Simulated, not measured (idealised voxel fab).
The document below concerns the process module designated voxel wiring stack.
Each square cell in cross-section cut measures 5 nm, and the section as a whole is 250 nm wide.
Heads up, the way a cross-section reads in here is a grid of square cells, handed over as bands from the top down, with every band being one or more rows of cells.
Band entry format. Leading values: height of top, height of bottom, nm. Remainder: materials in left-to-right order, each with its width in nm. Special words: "throughout" on a single material, which then fills the band edge to edge; "air", empty space.
Heights are measured from 0, the level below which the as-received wafer is all one material; the lowest band has no bottom and continues downward, written as in "0 down".
Think of "30->40" as a width that walks from the first number to the second as you go down the band, top row to bottom row, taking equal-sized steps from row to row.
No cell of the cross-section changed in a step that is given as "remains unaltered".
Closed empty spaces (no open way to the top) of 8 cells or more are what "Closed-off voids" lists, each as width x height at distance from the left edge, nm for all three.
If you see something after the settings on a step's line, that's the simulator's own remark about that step.
What "overlay nm" on a step's line means: if the step has a mask, that mask lay this far to the right of its planned place, or, when the value is negative, to the left.

BELOW IS THE LIST OF PLANNED PROCESS STEPS
| 1 | RECEIVE: material Si |
| 2 | CONFORMAL_DEP: material SiO2, thk nm 10 |
| 3 | DIRECTIONAL_DEP: material TiN, thk nm 5 |
| 4 | DIRECTIONAL_DEP: material W, thk nm 25 |
| 5 | PATTERN: tone cover, mask id METAL_1, material resist, width nm 30, pitch nm 55, thk nm 20, overlay nm 0 |
| 6 | DIRECTIONAL_ETCH: etch materials W, depth nm 25 |
| 7 | DIRECTIONAL_ETCH: etch materials TiN, depth nm 5 |
| 8 | STRIP: etch materials resist |
| 9 | CONFORMAL_DEP: material SiN, thk nm 5 |
| 10 | FILL_DEP: material SiO2, thk nm 10 |
| 11 | CMP: height nm 40 |
| 12 | CONFORMAL_DEP: material SiCN, thk nm 5 |
| 13 | DIRECTIONAL_DEP: material SiO2, thk nm 30 |
| 14 | PATTERN: tone open, mask id METAL_2_HOLES, material resist, width nm 15, pitch nm 55, thk nm 20, overlay nm 0 |
| 15 | DIRECTIONAL_ETCH: etch materials SiO2, depth nm 30 |
| 16 | STRIP: etch materials resist |
| 17 | PATTERN: tone open, mask id METAL_2, material resist, width nm 30, pitch nm 55, thk nm 20, overlay nm 0 |
| 18 | DIRECTIONAL_ETCH: etch materials SiO2, depth nm 20 |
| 19 | DIRECTIONAL_ETCH: etch materials SiCN, depth nm 5 |
| 20 | STRIP: etch materials resist |
| 21 | CONFORMAL_DEP: material TiN, thk nm 5 |
| 22 | FILL_DEP: material Ru, thk nm 5 |
| 23 | CMP: height nm 75 |
| 24 | CONFORMAL_DEP: material SiCN, thk nm 5 |
| 25 | DIRECTIONAL_DEP: material SiO2, thk nm 35 |
| 26 | MASKED_ETCH: tone open, mask id METAL_3_HOLES, width nm 15, pitch nm 55, etch materials SiO2, depth nm 35, overlay nm 0 |
| 27 | MASKED_ETCH: tone open, mask id METAL_3, width nm 30, pitch nm 55, etch materials SiO2, depth nm 20, overlay nm 0 |
| 28 | MASKED_ETCH: tone open, mask id METAL_3, width nm 30, pitch nm 55, etch materials SiCN, depth nm 5, overlay nm 0 |
| 29 | CONFORMAL_DEP: material TiN, thk nm 5 |
| 30 | FILL_DEP: material Cu, thk nm 10 |
| 31 | CMP: height nm 115 |
| 32 | CONFORMAL_DEP: material SiCN, thk nm 5 |

FIRST OF THE TWO WAFERS, RUN PER PLAN

INCOMING WAFER, CROSS-SECTIONAL VIEW, POST STEP 1
0 down | Si throughout
Closed-off voids: none

CROSS-SECTION OF THE WAFER SUBSEQUENT TO STEP 2
10 to 0 | SiO2 throughout
Nothing below the height 0 has changed.

CROSS-SECTION OF THE WAFER SUBSEQUENT TO STEP 3
15 to 10 | TiN throughout
Nothing below the height 10 has changed.

CROSS-SECTION OF THE WAFER SUBSEQUENT TO STEP 4
40 to 15 | W throughout
Nothing below the height 15 has changed.

CROSS-SECTION OF THE WAFER SUBSEQUENT TO STEP 5
60 to 40 | air (80)  resist (30)  air (25)  resist (30)  air (85)
Nothing below the height 40 has changed.

CROSS-SECTION OF THE WAFER SUBSEQUENT TO STEP 6
60 to 40 | air (80)  resist (30)  air (25)  resist (30)  air (85)
40 to 15 | air (80)  W (30)  air (25)  W (30)  air (85)
Nothing below the height 15 has changed.

CROSS-SECTION OF THE WAFER SUBSEQUENT TO STEP 7
60 to 40 | air (80)  resist (30)  air (25)  resist (30)  air (85)
40 to 15 | air (80)  W (30)  air (25)  W (30)  air (85)
15 to 10 | air (80)  TiN (30)  air (25)  TiN (30)  air (85)
Nothing below the height 10 has changed.

CROSS-SECTION OF THE WAFER SUBSEQUENT TO STEP 8
40 to 15 | air (80)  W (30)  air (25)  W (30)  air (85)
Nothing below the height 15 has changed.

CROSS-SECTION OF THE WAFER SUBSEQUENT TO STEP 9
45 to 40 | air (75)  SiN (40)  air (15)  SiN (40)  air (80)
40 to 15 | air (75)  SiN (5)  W (30)  SiN (5)  air (15)  SiN (5)  W (30)  SiN (5)  air (80)
15 to 10 | SiN (80)  TiN (30)  SiN (25)  TiN (30)  SiN (85)
Nothing below the height 10 has changed.

CROSS-SECTION OF THE WAFER SUBSEQUENT TO STEP 10
55 to 45 | SiO2 throughout
45 to 40 | SiO2 (75)  SiN (40)  SiO2 (15)  SiN (40)  SiO2 (80)
40 to 15 | SiO2 (75)  SiN (5)  W (30)  SiN (5)  SiO2 (15)  SiN (5)  W (30)  SiN (5)  SiO2 (80)
Nothing below the height 15 has changed.

CROSS-SECTION OF THE WAFER SUBSEQUENT TO STEP 11
40 to 15 | SiO2 (75)  SiN (5)  W (30)  SiN (5)  SiO2 (15)  SiN (5)  W (30)  SiN (5)  SiO2 (80)
Nothing below the height 15 has changed.

CROSS-SECTION OF THE WAFER SUBSEQUENT TO STEP 12
45 to 40 | SiCN throughout
Nothing below the height 40 has changed.

CROSS-SECTION OF THE WAFER SUBSEQUENT TO STEP 13
75 to 45 | SiO2 throughout
Nothing below the height 45 has changed.

CROSS-SECTION OF THE WAFER SUBSEQUENT TO STEP 14
95 to 75 | resist (80)  air (15)  resist (40)  air (15)  resist (100)
Nothing below the height 75 has changed.

CROSS-SECTION OF THE WAFER SUBSEQUENT TO STEP 15
95 to 75 | resist (80)  air (15)  resist (40)  air (15)  resist (100)
75 to 45 | SiO2 (80)  air (15)  SiO2 (40)  air (15)  SiO2 (100)
Nothing below the height 45 has changed.

CROSS-SECTION OF THE WAFER SUBSEQUENT TO STEP 16
75 to 45 | SiO2 (80)  air (15)  SiO2 (40)  air (15)  SiO2 (100)
Nothing below the height 45 has changed.

CROSS-SECTION OF THE WAFER SUBSEQUENT TO STEP 17
95 to 75 | resist (80)  air (30)  resist (25)  air (30)  resist (85)
Nothing below the height 75 has changed.

CROSS-SECTION OF THE WAFER SUBSEQUENT TO STEP 18
95 to 75 | resist (80)  air (30)  resist (25)  air (30)  resist (85)
75 to 55 | SiO2 (80)  air (30)  SiO2 (25)  air (30)  SiO2 (85)
Nothing below the height 55 has changed.

CROSS-SECTION OF THE WAFER SUBSEQUENT TO STEP 19
95 to 75 | resist (80)  air (30)  resist (25)  air (30)  resist (85)
75 to 55 | SiO2 (80)  air (30)  SiO2 (25)  air (30)  SiO2 (85)
55 to 45 | SiO2 (80)  air (15)  SiO2 (40)  air (15)  SiO2 (100)
45 to 40 | SiCN (80)  air (15)  SiCN (40)  air (15)  SiCN (100)
Nothing below the height 40 has changed.

CROSS-SECTION OF THE WAFER SUBSEQUENT TO STEP 20
75 to 55 | SiO2 (80)  air (30)  SiO2 (25)  air (30)  SiO2 (85)
Nothing below the height 55 has changed.

CROSS-SECTION OF THE WAFER SUBSEQUENT TO STEP 21
80 to 75 | TiN (85)  air (20)  TiN (35)  air (20)  TiN (90)
75 to 60 | SiO2 (80)  TiN (5)  air (20)  TiN (5)  SiO2 (25)  TiN (5)  air (20)  TiN (5)  SiO2 (85)
60 to 55 | SiO2 (80)  TiN (5)  air (5)  TiN (20)  SiO2 (25)  TiN (5)  air (5)  TiN (20)  SiO2 (85)
55 to 45 | SiO2 (80)  TiN (5)  air (5)  TiN (5)  SiO2 (40)  TiN (5)  air (5)  TiN (5)  SiO2 (100)
45 to 40 | SiCN (80)  TiN (15)  SiCN (40)  TiN (15)  SiCN (100)
Nothing below the height 40 has changed.

CROSS-SECTION OF THE WAFER SUBSEQUENT TO STEP 22
85 to 80 | Ru throughout
80 to 75 | TiN (85)  Ru (20)  TiN (35)  Ru (20)  TiN (90)
75 to 60 | SiO2 (80)  TiN (5)  Ru (20)  TiN (5)  SiO2 (25)  TiN (5)  Ru (20)  TiN (5)  SiO2 (85)
60 to 55 | SiO2 (80)  TiN (5)  Ru (5)  TiN (20)  SiO2 (25)  TiN (5)  Ru (5)  TiN (20)  SiO2 (85)
55 to 45 | SiO2 (80)  TiN (5)  Ru (5)  TiN (5)  SiO2 (40)  TiN (5)  Ru (5)  TiN (5)  SiO2 (100)
Nothing below the height 45 has changed.

CROSS-SECTION OF THE WAFER SUBSEQUENT TO STEP 23
75 to 60 | SiO2 (80)  TiN (5)  Ru (20)  TiN (5)  SiO2 (25)  TiN (5)  Ru (20)  TiN (5)  SiO2 (85)
Nothing below the height 60 has changed.

CROSS-SECTION OF THE WAFER SUBSEQUENT TO STEP 24
80 to 75 | SiCN throughout
Nothing below the height 75 has changed.

CROSS-SECTION OF THE WAFER SUBSEQUENT TO STEP 25
115 to 80 | SiO2 throughout
Nothing below the height 80 has changed.

CROSS-SECTION OF THE WAFER SUBSEQUENT TO STEP 26
115 to 80 | SiO2 (80)  air (15)  SiO2 (40)  air (15)  SiO2 (100)
Nothing below the height 80 has changed.

CROSS-SECTION OF THE WAFER SUBSEQUENT TO STEP 27
115 to 95 | SiO2 (80)  air (30)  SiO2 (25)  air (30)  SiO2 (85)
Nothing below the height 95 has changed.

CROSS-SECTION OF THE WAFER SUBSEQUENT TO STEP 28
115 to 95 | SiO2 (80)  air (30)  SiO2 (25)  air (30)  SiO2 (85)
95 to 80 | SiO2 (80)  air (15)  SiO2 (40)  air (15)  SiO2 (100)
80 to 75 | SiCN (80)  air (15)  SiCN (40)  air (15)  SiCN (100)
Nothing below the height 75 has changed.

CROSS-SECTION OF THE WAFER SUBSEQUENT TO STEP 29
120 to 115 | TiN (85)  air (20)  TiN (35)  air (20)  TiN (90)
115 to 100 | SiO2 (80)  TiN (5)  air (20)  TiN (5)  SiO2 (25)  TiN (5)  air (20)  TiN (5)  SiO2 (85)
100 to 95 | SiO2 (80)  TiN (5)  air (5)  TiN (20)  SiO2 (25)  TiN (5)  air (5)  TiN (20)  SiO2 (85)
95 to 80 | SiO2 (80)  TiN (5)  air (5)  TiN (5)  SiO2 (40)  TiN (5)  air (5)  TiN (5)  SiO2 (100)
80 to 75 | SiCN (80)  TiN (15)  SiCN (40)  TiN (15)  SiCN (100)
Nothing below the height 75 has changed.

CROSS-SECTION OF THE WAFER SUBSEQUENT TO STEP 30
130 to 120 | Cu throughout
120 to 115 | TiN (85)  Cu (20)  TiN (35)  Cu (20)  TiN (90)
115 to 100 | SiO2 (80)  TiN (5)  Cu (20)  TiN (5)  SiO2 (25)  TiN (5)  Cu (20)  TiN (5)  SiO2 (85)
100 to 95 | SiO2 (80)  TiN (5)  Cu (5)  TiN (20)  SiO2 (25)  TiN (5)  Cu (5)  TiN (20)  SiO2 (85)
95 to 80 | SiO2 (80)  TiN (5)  Cu (5)  TiN (5)  SiO2 (40)  TiN (5)  Cu (5)  TiN (5)  SiO2 (100)
Nothing below the height 80 has changed.

CROSS-SECTION OF THE WAFER SUBSEQUENT TO STEP 31
115 to 100 | SiO2 (80)  TiN (5)  Cu (20)  TiN (5)  SiO2 (25)  TiN (5)  Cu (20)  TiN (5)  SiO2 (85)
Nothing below the height 100 has changed.

CROSS-SECTION OF THE WAFER SUBSEQUENT TO STEP 32
120 to 115 | SiCN throughout
Nothing below the height 115 has changed.

WAFER TWO OF TWO - SAME STARTING POINT, SAME PROCESS PLAN, ONE MISTAKE IN EXECUTION; MATCHES WAFER ONE UP TO AND INCLUDING STEP 26

PLANNED END OF STEP 27: SECOND WAFER, CROSS-SECTION
115 to 95 | air (95)  SiO2 (15)  air (40)  SiO2 (15)  air (85)
Nothing below the height 95 has changed.

PLANNED END OF STEP 28: SECOND WAFER, CROSS-SECTION
115 to 95 | air (95)  SiO2 (15)  air (40)  SiO2 (15)  air (85)
95 to 80 | SiO2 (80)  air (15)  SiO2 (40)  air (15)  SiO2 (100)
80 to 75 | SiCN (80)  air (15)  SiCN (40)  air (15)  SiCN (100)
Nothing below the height 75 has changed.

PLANNED END OF STEP 29: SECOND WAFER, CROSS-SECTION
120 to 115 | air (90)  TiN (25)  air (30)  TiN (25)  air (80)
115 to 100 | air (90)  TiN (5)  SiO2 (15)  TiN (5)  air (30)  TiN (5)  SiO2 (15)  TiN (5)  air (80)
100 to 95 | TiN (85)  air (5)  TiN (5)  SiO2 (15)  TiN (30)  air (5)  TiN (5)  SiO2 (15)  TiN (85)
95 to 80 | SiO2 (80)  TiN (5)  air (5)  TiN (5)  SiO2 (40)  TiN (5)  air (5)  TiN (5)  SiO2 (100)
80 to 75 | SiCN (80)  TiN (15)  SiCN (40)  TiN (15)  SiCN (100)
Nothing below the height 75 has changed.

PLANNED END OF STEP 30: SECOND WAFER, CROSS-SECTION
130 to 120 | Cu throughout
120 to 115 | Cu (90)  TiN (25)  Cu (30)  TiN (25)  Cu (80)
115 to 100 | Cu (90)  TiN (5)  SiO2 (15)  TiN (5)  Cu (30)  TiN (5)  SiO2 (15)  TiN (5)  Cu (80)
100 to 95 | TiN (85)  Cu (5)  TiN (5)  SiO2 (15)  TiN (30)  Cu (5)  TiN (5)  SiO2 (15)  TiN (85)
95 to 80 | SiO2 (80)  TiN (5)  Cu (5)  TiN (5)  SiO2 (40)  TiN (5)  Cu (5)  TiN (5)  SiO2 (100)
Nothing below the height 80 has changed.

PLANNED END OF STEP 31: SECOND WAFER, CROSS-SECTION
115 to 100 | Cu (90)  TiN (5)  SiO2 (15)  TiN (5)  Cu (30)  TiN (5)  SiO2 (15)  TiN (5)  Cu (80)
Nothing below the height 100 has changed.

PLANNED END OF STEP 32: SECOND WAFER, CROSS-SECTION
120 to 115 | SiCN throughout
Nothing below the height 115 has changed.
What broke from the plan during processing? step 27 was run on a setting that differed from the plan, and what really ran there is MASKED_ETCH: tone cover, mask id METAL_3, width nm 30, pitch nm 55, etch materials SiO2, depth nm 20, overlay nm 0
Final comparison by cell count, materials where the second wafer has more or fewer than the first: Cu: 96 more; SiO2: 128 fewer; TiN: 32 more
